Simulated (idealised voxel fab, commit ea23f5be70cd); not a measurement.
Process module in this document: voxel trench capacitor
For reference, the cross-section in this document is cut, with width 185 nm and square cells of 5 nm.
A cross-section is written here as square cells arranged in a grid, and it is given in bands from the top down, each band taking up one or more rows of cells.
Basically the band line says how high the top is and how high the bottom is, in nm, and then what's in it from left to right, every material with its width in nm. Empty space shows up as "empty", and if a single material carries "full width" it runs the full band edge to edge.
Zero point of the height axis is 0; under it, received wafer = one material. Lowest band: continues down indefinitely, "0 -> down".
Width "30->40": first value at the band's top row of cells, second value at its bottom row, equal change from row to row.
Given "nothing different" for a step, no cell of the cross-section differs between before and after that step.
"Closed void table" means: voids of 8 cells or more that are shut off from the top with no open way through. Written width x height at distance, distance from the left edge, in nm.
Read whatever lies past the settings on a step's line as the simulator's own remark about the step.
overlay nm: on a step with a mask, how far right of its planned place the mask lay; negative means left.
Planned process steps
- 1: RECEIVE (material Si)
- 2: CONFORMAL_DEP (material SiN; thk nm 10)
- 3: DIRECTIONAL_DEP (material aC; thk nm 15)
- 4: PATTERN (tone open; mask id TRENCH; material resist; width nm 25; pitch nm 50; thk nm 30; overlay nm 0)
- 5: DIRECTIONAL_ETCH (etch materials aC; depth nm 15)
- 6: STRIP (etch materials resist)
- 7: DIRECTIONAL_ETCH (etch materials SiN; depth nm 10)
- 8: DIRECTIONAL_ETCH (etch materials Si; depth nm 35)
- 9: STRIP (etch materials aC)
- 10: CONFORMAL_DEP (material Al2O3; thk nm 5)
- 11: CONFORMAL_DEP (material TiN; thk nm 5)
- 12: FILL_DEP (material W; thk nm 10)
- 13: CMP (height nm 10)
This is the cross-section of the wafer as we received it, i.e. after step 1
  0 -> down | Si full width
  Closed void table: none
First wafer at the end, as planned
  10 -> 0 | 55 SiN  5 Al2O3  5 TiN  5 W  5 TiN  5 Al2O3  25 SiN  5 Al2O3  5 TiN  5 W  5 TiN  5 Al2O3  55 SiN
  0 -> -25 | 55 Si  5 Al2O3  5 TiN  5 W  5 TiN  5 Al2O3  25 Si  5 Al2O3  5 TiN  5 W  5 TiN  5 Al2O3  55 Si
  -25 -> -30 | 55 Si  5 Al2O3  15 TiN  5 Al2O3  25 Si  5 Al2O3  15 TiN  5 Al2O3  55 Si
  -30 -> -35 | 55 Si  25 Al2O3  25 Si  25 Al2O3  55 Si
  -35 -> down | Si full width
  Closed void table: none
So this is wafer number two of the two, cut at the end of the module - it started where the first did and had the same plan, we just got one thing wrong running it
  30 -> 20 | W full width
  20 -> 15 | 65 TiN  5 W  45 TiN  5 W  65 TiN
  15 -> 10 | 60 Al2O3  5 TiN  5 W  5 TiN  35 Al2O3  5 TiN  5 W  5 TiN  60 Al2O3
  10 -> 0 | 55 SiN  5 Al2O3  5 TiN  5 W  5 TiN  5 Al2O3  25 SiN  5 Al2O3  5 TiN  5 W  5 TiN  5 Al2O3  55 SiN
  0 -> -25 | 55 Si  5 Al2O3  5 TiN  5 W  5 TiN  5 Al2O3  25 Si  5 Al2O3  5 TiN  5 W  5 TiN  5 Al2O3  55 Si
  -25 -> -30 | 55 Si  5 Al2O3  15 TiN  5 Al2O3  25 Si  5 Al2O3  15 TiN  5 Al2O3  55 Si
  -30 -> -35 | 55 Si  25 Al2O3  25 Si  25 Al2O3  55 Si
  -35 -> down | Si full width
  Closed void table: none
Nonconformance to the process plan: step 13 from the plan never happened, it was just skipped
Wafer comparison, final, in cells, second relative to first, materials more or fewer: +31 Al2O3; +39 TiN; +78 W
